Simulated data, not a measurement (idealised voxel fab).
A process module follows: voxel ribs on slabs.
155 nm wide, 5 nm square cells: that's cross-section cut.
In this document a cross-section is written as a grid of square cells. It is given as a series of bands, listed from the top down, and a band is one or more rows of cells. Within each band entry, the heights of the top and of the bottom of the band appear first, in that order and in nm; the materials of the band then follow from left to right, each with its corresponding width in nm. The designation "throughout" on a single material indicates that it fills the band from edge to edge; the designation "empty" indicates empty space. Height 0 is the level under which the wafer as received is all one material. The lowest band goes on downwards, as in "0..down". The width entry "30..40" should be interpreted row by row: the top row of cells in the band takes the first number, the bottom row takes the second number, and the change between adjacent rows is uniform throughout. Where a step carries "nothing changed", the cross-section came out of it unchanged, cell for cell. Empty spaces counting at least 8 cells and having no open way to the top are listed in "Entrapped void list". The notation width x height at distance is used for each, the distance being from the left edge and all three values in nm. Where a step's line continues beyond its settings, the continuation is a remark by the simulator itself on that step. Each step line may optionally specify "overlay nm", which for a step with a mask gives the rightward distance between the mask's planned place and where it lay, a negative value indicating the leftward direction.
PLANNED PROCESS STEPS
- 1: op RECEIVE | material Si
- 2: op DIRECTIONAL_DEP | material SiO2 | thk nm 25
- 3: op DIRECTIONAL_DEP | material SiN | thk nm 10
- 4: op PATTERN | tone cover | mask id RIB | material resist | width nm 15 | thk nm 15 | overlay nm 0
- 5: op DIRECTIONAL_ETCH | etch materials SiN | depth nm 5
- 6: op STRIP | etch materials resist
- 7: op PATTERN | tone cover | mask id SLAB | material resist | width nm 65 | thk nm 15 | overlay nm 0
- 8: op DIRECTIONAL_ETCH | etch materials SiN | depth nm 15
- 9: op STRIP | etch materials resist
- 10: op FILL_DEP | material SiO2 | thk nm 25
- 11: op CMP | height nm 60
- 12: op DIRECTIONAL_DEP | material TiN | thk nm 10
- 13: op MASKED_ETCH | tone cover | mask id HEATER | width nm 25 | etch materials TiN | depth nm 10 | overlay nm 0
- 14: op CONFORMAL_DEP | material SiO2 | thk nm 5
Across this set of wafers, the varied parameter is the thk nm of step 3. Starting conditions are identical for every wafer, and the plan reports the value assigned to the first wafer.
CROSS-SECTIONAL VIEW OF THE FIRST OF SEVERAL WAFERS IN THE AS-RECEIVED CONDITION, CORRESPONDING TO THE STATE FOLLOWING STEP 1
    0..down: Si throughout
    Entrapped void list: none
WAFER ROWS, END OF MODULE: CELLS PER MATERIAL GAINED (+) OR LOST (-) SINCE RECEIPT; CLOSED VOIDS LAST
thk nm 10 | +16 SiN | +391 SiO2 | +10 TiN | Entrapped void list: none
thk nm 15 | +29 SiN | +378 SiO2 | +10 TiN | Entrapped void list: none
thk nm 20 | +42 SiN | +365 SiO2 | +10 TiN | Entrapped void list: none
thk nm 25 | +73 SiN | +334 SiO2 | +10 TiN | Entrapped void list: none
thk nm 30 | +104 SiN | +303 SiO2 | +10 TiN | Entrapped void list: none
thk nm 35 | +135 SiN | +272 SiO2 | +10 TiN | Entrapped void list: none
